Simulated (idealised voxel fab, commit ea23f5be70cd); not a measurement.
Process module under the name voxel plated lines
245 nm wide, 5 nm square cells: that's cross-section cut.
In this document a cross-section is written as a grid of square cells. It is given as a series of bands, listed from the top down, and a band is one or more rows of cells. Per band: top height and bottom height in nm, followed by the left-to-right materials and their widths in nm; "all across" marks a single material spanning edge to edge, "air" marks empty space. Where do heights start? At 0: under that level the wafer as delivered is made of one material only. And the lowest band has no floor; it just carries on downward, as in "from 0 down". It should be noted that a width expressed as "30->40" varies in equal increments from row to row of cells within the band, taking the value of the first number at the top row and that of the second number at the bottom row. Any step labelled "no alterations made" changed none of the cells in the cross-section. The entry titled "Closed void register" provides the empty spaces that have no open way to the top, restricted to those of 8 cells or more. Each is presented as width x height at distance, the distance being measured from the left edge, with all three in nm. Read whatever lies past the settings on a step's line as the simulator's own remark about the step. What "overlay nm" on a step's line means: if the step has a mask, that mask lay this far to the right of its planned place, or, when the value is negative, to the left.

INTENDED PROCESS STEPS
1) RECEIVE | material Si
2) CONFORMAL_DEP | material SiO2 | thk nm 10
3) DIRECTIONAL_DEP | material TiN | thk nm 5
4) PATTERN | tone open | mask id LINES | material resist | width nm 25 | pitch nm 55 | thk nm 15 | overlay nm 0
5) EPI | material Ru | thk nm 10
6) STRIP | etch materials resist
7) DIRECTIONAL_ETCH | etch materials TiN | depth nm 5
8) CONFORMAL_DEP | material SiCN | thk nm 10

FIRST OUT OF TWO WAFERS; RUN WENT TO PLAN

SO THIS IS THE INCOMING WAFER IN CROSS-SECTION - IT'S ALREADY BEEN THROUGH STEP 1
* from 0 down  Si all across
* Closed void register: none

STEP 2 COMPLETE: CROSS-SECTION THROUGH THE WAFER
* from 10 to 0  SiO2 all across
* Below 0 it's all the same as before, nothing changed down there.

STEP 3 COMPLETE: CROSS-SECTION THROUGH THE WAFER
* from 15 to 10  TiN all across
* Below 10 it's all the same as before, nothing changed down there.

STEP 4 COMPLETE: CROSS-SECTION THROUGH THE WAFER
* from 30 to 15  resist 80 nm / air 25 nm / resist 30 nm / air 25 nm / resist 85 nm
* Below 15 it's all the same as before, nothing changed down there.

STEP 5 COMPLETE: CROSS-SECTION THROUGH THE WAFER
* from 30 to 25  resist 80 nm / air 25 nm / resist 30 nm / air 25 nm / resist 85 nm
* from 25 to 15  resist 80 nm / Ru 25 nm / resist 30 nm / Ru 25 nm / resist 85 nm
* Below 15 it's all the same as before, nothing changed down there.

STEP 6 COMPLETE: CROSS-SECTION THROUGH THE WAFER
* from 25 to 15  air 80 nm / Ru 25 nm / air 30 nm / Ru 25 nm / air 85 nm
* Below 15 it's all the same as before, nothing changed down there.

STEP 7 COMPLETE: CROSS-SECTION THROUGH THE WAFER
* from 25 to 15  air 80 nm / Ru 25 nm / air 30 nm / Ru 25 nm / air 85 nm
* from 15 to 10  air 80 nm / TiN 25 nm / air 30 nm / TiN 25 nm / air 85 nm
* Below 10 it's all the same as before, nothing changed down there.

STEP 8 COMPLETE: CROSS-SECTION THROUGH THE WAFER
* from 35 to 25  air 70 nm / SiCN 45 nm / air 10 nm / SiCN 45 nm / air 75 nm
* from 25 to 20  air 70 nm / SiCN 10 nm / Ru 25 nm / SiCN 10 nm / air 10 nm / SiCN 10 nm / Ru 25 nm / SiCN 10 nm / air 75 nm
* from 20 to 15  SiCN 80 nm / Ru 25 nm / SiCN 30 nm / Ru 25 nm / SiCN 85 nm
* from 15 to 10  SiCN 80 nm / TiN 25 nm / SiCN 30 nm / TiN 25 nm / SiCN 85 nm
* Below 10 it's all the same as before, nothing changed down there.

WAFER TWO: LIKE WAFER ONE IN START AND PLAN, BUT WITH ONE MISTAKE IN EXECUTION; IDENTICAL UP TO AND INCLUDING STEP 3

X-SECTION, SECOND WAFER, WHEN STEP 4 WAS DUE TO FINISH
* from 30 to 15  air 80 nm / resist 25 nm / air 30 nm / resist 25 nm / air 85 nm
* Below 15 it's all the same as before, nothing changed down there.

X-SECTION, SECOND WAFER, WHEN STEP 5 WAS DUE TO FINISH
* from 30 to 25  air 80 nm / resist 25 nm / air 30 nm / resist 25 nm / air 85 nm
* from 25 to 15  Ru 80 nm / resist 25 nm / Ru 30 nm / resist 25 nm / Ru 85 nm
* Below 15 it's all the same as before, nothing changed down there.

X-SECTION, SECOND WAFER, WHEN STEP 6 WAS DUE TO FINISH
* from 25 to 15  Ru 80 nm / air 25 nm / Ru 30 nm / air 25 nm / Ru 85 nm
* Below 15 it's all the same as before, nothing changed down there.

X-SECTION, SECOND WAFER, WHEN STEP 7 WAS DUE TO FINISH
* from 25 to 15  Ru 80 nm / air 25 nm / Ru 30 nm / air 25 nm / Ru 85 nm
* from 15 to 10  TiN 80 nm / air 25 nm / TiN 30 nm / air 25 nm / TiN 85 nm
* Below 10 it's all the same as before, nothing changed down there.

X-SECTION, SECOND WAFER, WHEN STEP 8 WAS DUE TO FINISH
* from 35 to 25  SiCN 90 nm / air 5 nm / SiCN 50 nm / air 5 nm / SiCN 95 nm
* from 25 to 20  Ru 80 nm / SiCN 10 nm / air 5 nm / SiCN 10 nm / Ru 30 nm / SiCN 10 nm / air 5 nm / SiCN 10 nm / Ru 85 nm
* from 20 to 15  Ru 80 nm / SiCN 25 nm / Ru 30 nm / SiCN 25 nm / Ru 85 nm
* from 15 to 10  TiN 80 nm / SiCN 25 nm / TiN 30 nm / SiCN 25 nm / TiN 85 nm
* Below 10 it's all the same as before, nothing changed down there.
Deviation from plan: rather than as planned, step 4 actually ran as PATTERN | tone cover | mask id LINES | material resist | width nm 25 | pitch nm 55 | thk nm 15 | overlay nm 0
at the end the second wafer has, in cells: 58 more of Ru | 29 more of TiN
